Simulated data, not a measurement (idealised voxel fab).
A process module follows: voxel wiring stack.
This is section cut - it's 255 nm across, gridded in 5 nm square cells.
Cross-section, as written here: a square-cell grid given band by band from the top down, where a band holds one or more rows of cells. Each band's line starts with the height of the band's top and of its bottom, in nm. Then come its materials from left to right, each with its width in nm. One material with "everywhere" fills the band from edge to edge. "air" is empty space. Heights from 0 (as-received wafer is one material below). Bottom band endless downward, as "from 0 down". Quick explanation for "30->40": the width changes in equal steps down the rows of cells, from the first number in the band's top row to the second number in its bottom row. Basically "all unchanged" means that step didn't change any cell in the cross-section. Each empty space that has no open way to the top and spans at least 8 cells appears under "Sealed-off cavities" as width x height at distance, the distance counted from the left edge, all in nm. Where a step's line continues beyond its settings, the continuation is a remark by the simulator itself on that step. What "overlay nm" on a step's line means: if the step has a mask, that mask lay this far to the right of its planned place, or, when the value is negative, to the left.
## Process steps (planned)
1 op RECEIVE | material Si
2 op CONFORMAL_DEP | material SiO2 | thk nm 15
3 op DIRECTIONAL_DEP | material TiN | thk nm 5
4 op DIRECTIONAL_DEP | material W | thk nm 15
5 op DIRECTIONAL_DEP | material aC | thk nm 10
6 op PATTERN | tone cover | mask id METAL_1 | material resist | width nm 30 | pitch nm 50 | thk nm 25 | overlay nm 0
7 op DIRECTIONAL_ETCH | etch materials aC | depth nm 10
8 op STRIP | etch materials resist
9 op DIRECTIONAL_ETCH | etch materials W | depth nm 15
10 op DIRECTIONAL_ETCH | etch materials TiN | depth nm 5
11 op STRIP | etch materials aC
12 op FILL_DEP | material SiO2 | thk nm 10
13 op CMP | height nm 35
14 op CONFORMAL_DEP | material SiCN | thk nm 5
15 op DIRECTIONAL_DEP | material lowk | thk nm 10
16 op PATTERN | tone open | mask id PLUG_1 | material resist | width nm 15 | pitch nm 50 | thk nm 20 | overlay nm -15
17 op DIRECTIONAL_ETCH | etch materials lowk | depth nm 10
18 op DIRECTIONAL_ETCH | etch materials SiCN | depth nm 5
19 op STRIP | etch materials resist
20 op CONFORMAL_DEP | material TiN | thk nm 5
21 op FILL_DEP | material Ru | thk nm 5
22 op CMP | height nm 50
23 op DIRECTIONAL_DEP | material TiN | thk nm 5
24 op DIRECTIONAL_DEP | material Ru | thk nm 15
25 op DIRECTIONAL_DEP | material aC | thk nm 10
26 op PATTERN | tone cover | mask id METAL_2 | material resist | width nm 30 | pitch nm 50 | thk nm 25 | overlay nm 0
27 op DIRECTIONAL_ETCH | etch materials aC | depth nm 10
28 op STRIP | etch materials resist
29 op DIRECTIONAL_ETCH | etch materials Ru | depth nm 15
30 op DIRECTIONAL_ETCH | etch materials TiN | depth nm 5
31 op STRIP | etch materials aC
32 op CONFORMAL_DEP | material SiCN | thk nm 5
33 op FILL_DEP | material lowk | thk nm 10
34 op CMP | height nm 70
35 op CONFORMAL_DEP | material SiCN | thk nm 5
Wafers differ in overlay nm at step 16; plan lists the first wafer's value; identical starting state.
## This is how the first of several wafers looked in cross-section when it arrived, which is after step 1
* from 0 down: Si everywhere
* Sealed-off cavities: none
## The table below has one row for each wafer; a row shows, as of the end of the module, how many cells of each material the wafer has gained, marked (+), or lost, marked (-), since it was received, and then the wafer's closed voids
overlay nm -15 | +80 Ru | +141 SiCN | +261 SiO2 | +76 TiN | +72 W | +135 lowk | Sealed-off cavities: none
overlay nm -10 | +80 Ru | +141 SiCN | +261 SiO2 | +76 TiN | +72 W | +135 lowk | Sealed-off cavities: none
overlay nm -5 | +80 Ru | +141 SiCN | +261 SiO2 | +76 TiN | +72 W | +135 lowk | Sealed-off cavities: none
overlay nm 0 | +80 Ru | +141 SiCN | +261 SiO2 | +76 TiN | +72 W | +135 lowk | Sealed-off cavities: none
overlay nm 5 | +80 Ru | +141 SiCN | +261 SiO2 | +76 TiN | +72 W | +135 lowk | Sealed-off cavities: none
overlay nm 10 | +80 Ru | +141 SiCN | +261 SiO2 | +76 TiN | +72 W | +135 lowk | Sealed-off cavities: none
overlay nm 15 | +80 Ru | +141 SiCN | +261 SiO2 | +76 TiN | +72 W | +135 lowk | Sealed-off cavities: none
